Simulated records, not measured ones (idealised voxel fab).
voxel quadruple lines: a process module
Square cells of 5 nm make up the cross-section cut, whose width is 245 nm.
A cross-section is a grid of square cells, given in bands from the top down. A band is one or more rows of cells. Heads up on the band format: heights come first, top then bottom, in nm. After that it's the materials left to right, each with its width in nm. A single material flagged "all across" fills the whole band edge to edge, and "air" means there's empty space there. Basically, 0 is our baseline, since under it the wafer straight out of the box is all one material. The bottom band has no lower end and keeps on going down, so it looks like "top 0, no bottom". Graded width ("30..40"): value in top row of band = first number; value in bottom row = second number; row-to-row change constant. The designation "nothing altered", where it is given for a processing step, indicates that no cell of the cross-section was altered in the course of that step. The entry "closed voids" lists the empty spaces that cover at least 8 cells and have no open path to the top. Each is written as width x height at distance, where the distance is measured from the left edge and all three values are in nm. Anything after a step's settings on that line? It's the simulator's own note about the step. Steps that use a mask can have "overlay nm" on their line. It says how far the mask sat to the right of where it was meant to be. Negative means to the left.
-- So here's the lineup of process steps we planned
1 RECEIVE [material Si]
2 CONFORMAL_DEP [material Al2O3] [thk nm 5]
3 DIRECTIONAL_DEP [material W] [thk nm 10]
4 DIRECTIONAL_DEP [material polySi] [thk nm 20]
5 DIRECTIONAL_DEP [material aC] [thk nm 20]
6 PATTERN [tone cover] [mask id MANDREL] [material resist] [width nm 35] [pitch nm 100] [thk nm 25] [overlay nm 0]
7 DIRECTIONAL_ETCH [etch materials aC] [depth nm 20]
8 STRIP [etch materials resist]
9 CONFORMAL_DEP [material SiO2] [thk nm 15]
10 DIRECTIONAL_ETCH [etch materials SiO2] [depth nm 15]
11 STRIP [etch materials aC]
12 DIRECTIONAL_ETCH [etch materials polySi] [depth nm 20]
13 STRIP [etch materials SiO2]
14 CONFORMAL_DEP [material SiN] [thk nm 10]
15 DIRECTIONAL_ETCH [etch materials SiN] [depth nm 10]
16 STRIP [etch materials polySi]
17 DIRECTIONAL_ETCH [etch materials W] [depth nm 10]
18 STRIP [etch materials SiN]
-- First of two wafers, with the run carried out as planned
-- As received (post step 1): cross-section
    top 0, no bottom = Si all across
    closed voids: none
-- Wafer after step 2 (cross-section)
    top 5, bottom 0 = Al2O3 all across
    below 0: unchanged
-- Wafer after step 3 (cross-section)
    top 15, bottom 5 = W all across
    below 5: unchanged
-- Wafer after step 4 (cross-section)
    top 35, bottom 15 = polySi all across
    below 15: unchanged
-- Wafer after step 5 (cross-section)
    top 55, bottom 35 = aC all across
    below 35: unchanged
-- Wafer after step 6 (cross-section)
    top 80, bottom 55 = 55 of air, then 35 of resist, then 65 of air, then 35 of resist, then 55 of air
    below 55: unchanged
-- Wafer after step 7 (cross-section)
    top 60, bottom 55 = 55 of air, then 35 of resist, then 65 of air, then 35 of resist, then 55 of air
    top 55, bottom 35 = 55 of air, then 35 of aC, then 65 of air, then 35 of aC, then 55 of air
    below 35: unchanged
-- Wafer after step 8 (cross-section)
    top 55, bottom 35 = 55 of air, then 35 of aC, then 65 of air, then 35 of aC, then 55 of air
    below 35: unchanged
-- Wafer after step 9 (cross-section)
    top 70, bottom 55 = 40 of air, then 65 of SiO2, then 35 of air, then 65 of SiO2, then 40 of air
    top 55, bottom 50 = 40 of air, then 15 of SiO2, then 35 of aC, then 15 of SiO2, then 35 of air, then 15 of SiO2, then 35 of aC, then 15 of SiO2, then 40 of air
    top 50, bottom 35 = 55 of SiO2, then 35 of aC, then 65 of SiO2, then 35 of aC, then 55 of SiO2
    below 35: unchanged
-- Wafer after step 10 (cross-section)
    top 55, bottom 35 = 40 of air, then 15 of SiO2, then 35 of aC, then 15 of SiO2, then 35 of air, then 15 of SiO2, then 35 of aC, then 15 of SiO2, then 40 of air
    below 35: unchanged
-- Wafer after step 11 (cross-section)
    top 55, bottom 35 = 40 of air, then 15 of SiO2, then 35 of air, then 15 of SiO2, then 35 of air, then 15 of SiO2, then 35 of air, then 15 of SiO2, then 40 of air
    below 35: unchanged
-- Wafer after step 12 (cross-section)
    top 55, bottom 35 = 40 of air, then 15 of SiO2, then 35 of air, then 15 of SiO2, then 35 of air, then 15 of SiO2, then 35 of air, then 15 of SiO2, then 40 of air
    top 35, bottom 15 = 40 of air, then 15 of polySi, then 35 of air, then 15 of polySi, then 35 of air, then 15 of polySi, then 35 of air, then 15 of polySi, then 40 of air
    below 15: unchanged
-- Wafer after step 13 (cross-section)
    top 35, bottom 15 = 40 of air, then 15 of polySi, then 35 of air, then 15 of polySi, then 35 of air, then 15 of polySi, then 35 of air, then 15 of polySi, then 40 of air
    below 15: unchanged
-- Wafer after step 14 (cross-section)
    top 45, bottom 35 = 30 of air, then 35 of SiN, then 15 of air, then 35 of SiN, then 15 of air, then 35 of SiN, then 15 of air, then 35 of SiN, then 30 of air
    top 35, bottom 25 = 30 of air, then 10 of SiN, then 15 of polySi, then 10 of SiN, then 15 of air, then 10 of SiN, then 15 of polySi, then 10 of SiN, then 15 of air, then 10 of SiN, then 15 of polySi, then 10 of SiN, then 15 of air, then 10 of SiN, then 15 of polySi, then 10 of SiN, then 30 of air
    top 25, bottom 15 = 40 of SiN, then 15 of polySi, then 35 of SiN, then 15 of polySi, then 35 of SiN, then 15 of polySi, then 35 of SiN, then 15 of polySi, then 40 of SiN
    below 15: unchanged
-- Wafer after step 15 (cross-section)
    top 35, bottom 15 = 30 of air, then 10 of SiN, then 15 of polySi, then 10 of SiN, then 15 of air, then 10 of SiN, then 15 of polySi, then 10 of SiN, then 15 of air, then 10 of SiN, then 15 of polySi, then 10 of SiN, then 15 of air, then 10 of SiN, then 15 of polySi, then 10 of SiN, then 30 of air
    below 15: unchanged
-- Wafer after step 16 (cross-section)
    top 35, bottom 15 = 30 of air, then 10 of SiN, then 15 of air, then 10 of SiN, then 15 of air, then 10 of SiN, then 15 of air, then 10 of SiN, then 15 of air, then 10 of SiN, then 15 of air, then 10 of SiN, then 15 of air, then 10 of SiN, then 15 of air, then 10 of SiN, then 30 of air
    below 15: unchanged
-- Wafer after step 17 (cross-section)
    top 35, bottom 15 = 30 of air, then 10 of SiN, then 15 of air, then 10 of SiN, then 15 of air, then 10 of SiN, then 15 of air, then 10 of SiN, then 15 of air, then 10 of SiN, then 15 of air, then 10 of SiN, then 15 of air, then 10 of SiN, then 15 of air, then 10 of SiN, then 30 of air
    top 15, bottom 5 = 30 of air, then 10 of W, then 15 of air, then 10 of W, then 15 of air, then 10 of W, then 15 of air, then 10 of W, then 15 of air, then 10 of W, then 15 of air, then 10 of W, then 15 of air, then 10 of W, then 15 of air, then 10 of W, then 30 of air
    below 5: unchanged
-- Wafer after step 18 (cross-section)
    top 15, bottom 5 = 30 of air, then 10 of W, then 15 of air, then 10 of W, then 15 of air, then 10 of W, then 15 of air, then 10 of W, then 15 of air, then 10 of W, then 15 of air, then 10 of W, then 15 of air, then 10 of W, then 15 of air, then 10 of W, then 30 of air
    below 5: unchanged
-- Wafer two of the pair: same origin, same plan, one error during the run; identical to wafer one up to and including step 8
-- Cross-sectional representation of the second wafer at the time designated in the plan for the completion of step 9
    top 65, bottom 55 = 45 of air, then 55 of SiO2, then 45 of air, then 55 of SiO2, then 45 of air
    top 55, bottom 45 = 45 of air, then 10 of SiO2, then 35 of aC, then 10 of SiO2, then 45 of air, then 10 of SiO2, then 35 of aC, then 10 of SiO2, then 45 of air
    top 45, bottom 35 = 55 of SiO2, then 35 of aC, then 65 of SiO2, then 35 of aC, then 55 of SiO2
    below 35: unchanged
-- Cross-sectional representation of the second wafer at the time designated in the plan for the completion of step 10
    top 55, bottom 50 = 55 of air, then 35 of aC, then 65 of air, then 35 of aC, then 55 of air
    top 50, bottom 35 = 45 of air, then 10 of SiO2, then 35 of aC, then 10 of SiO2, then 45 of air, then 10 of SiO2, then 35 of aC, then 10 of SiO2, then 45 of air
    below 35: unchanged
-- Cross-sectional representation of the second wafer at the time designated in the plan for the completion of step 11
    top 50, bottom 35 = 45 of air, then 10 of SiO2, then 35 of air, then 10 of SiO2, then 45 of air, then 10 of SiO2, then 35 of air, then 10 of SiO2, then 45 of air
    below 35: unchanged
-- Cross-sectional representation of the second wafer at the time designated in the plan for the completion of step 12
    top 50, bottom 35 = 45 of air, then 10 of SiO2, then 35 of air, then 10 of SiO2, then 45 of air, then 10 of SiO2, then 35 of air, then 10 of SiO2, then 45 of air
    top 35, bottom 15 = 45 of air, then 10 of polySi, then 35 of air, then 10 of polySi, then 45 of air, then 10 of polySi, then 35 of air, then 10 of polySi, then 45 of air
    below 15: unchanged
-- Cross-sectional representation of the second wafer at the time designated in the plan for the completion of step 13
    top 35, bottom 15 = 45 of air, then 10 of polySi, then 35 of air, then 10 of polySi, then 45 of air, then 10 of polySi, then 35 of air, then 10 of polySi, then 45 of air
    below 15: unchanged
-- Cross-sectional representation of the second wafer at the time designated in the plan for the completion of step 14
    top 45, bottom 35 = 35 of air, then 30 of SiN, then 15 of air, then 30 of SiN, then 25 of air, then 30 of SiN, then 15 of air, then 30 of SiN, then 35 of air
    top 35, bottom 25 = 35 of air, then 10 of SiN, then 10 of polySi, then 10 of SiN, then 15 of air, then 10 of SiN, then 10 of polySi, then 10 of SiN, then 25 of air, then 10 of SiN, then 10 of polySi, then 10 of SiN, then 15 of air, then 10 of SiN, then 10 of polySi, then 10 of SiN, then 35 of air
    top 25, bottom 15 = 45 of SiN, then 10 of polySi, then 35 of SiN, then 10 of polySi, then 45 of SiN, then 10 of polySi, then 35 of SiN, then 10 of polySi, then 45 of SiN
    below 15: unchanged
-- Cross-sectional representation of the second wafer at the time designated in the plan for the completion of step 15
    top 35, bottom 15 = 35 of air, then 10 of SiN, then 10 of polySi, then 10 of SiN, then 15 of air, then 10 of SiN, then 10 of polySi, then 10 of SiN, then 25 of air, then 10 of SiN, then 10 of polySi, then 10 of SiN, then 15 of air, then 10 of SiN, then 10 of polySi, then 10 of SiN, then 35 of air
    below 15: unchanged
-- Cross-sectional representation of the second wafer at the time designated in the plan for the completion of step 16
    top 35, bottom 15 = 35 of air, then 10 of SiN, then 10 of air, then 10 of SiN, then 15 of air, then 10 of SiN, then 10 of air, then 10 of SiN, then 25 of air, then 10 of SiN, then 10 of air, then 10 of SiN, then 15 of air, then 10 of SiN, then 10 of air, then 10 of SiN, then 35 of air
    below 15: unchanged
-- Cross-sectional representation of the second wafer at the time designated in the plan for the completion of step 17
    top 35, bottom 15 = 35 of air, then 10 of SiN, then 10 of air, then 10 of SiN, then 15 of air, then 10 of SiN, then 10 of air, then 10 of SiN, then 25 of air, then 10 of SiN, then 10 of air, then 10 of SiN, then 15 of air, then 10 of SiN, then 10 of air, then 10 of SiN, then 35 of air
    top 15, bottom 5 = 35 of air, then 10 of W, then 10 of air, then 10 of W, then 15 of air, then 10 of W, then 10 of air, then 10 of W, then 25 of air, then 10 of W, then 10 of air, then 10 of W, then 15 of air, then 10 of W, then 10 of air, then 10 of W, then 35 of air
    below 5: unchanged
-- Cross-sectional representation of the second wafer at the time designated in the plan for the completion of step 18
    top 15, bottom 5 = 35 of air, then 10 of W, then 10 of air, then 10 of W, then 15 of air, then 10 of W, then 10 of air, then 10 of W, then 25 of air, then 10 of W, then 10 of air, then 10 of W, then 15 of air, then 10 of W, then 10 of air, then 10 of W, then 35 of air
    below 5: unchanged
Short version of what went wrong: step 9 changed vs plan, executed as CONFORMAL_DEP [material SiO2] [thk nm 10]
Comparing end states, the material composition by cell count is preserved from the first wafer to the second, while the locations of the cells are not.
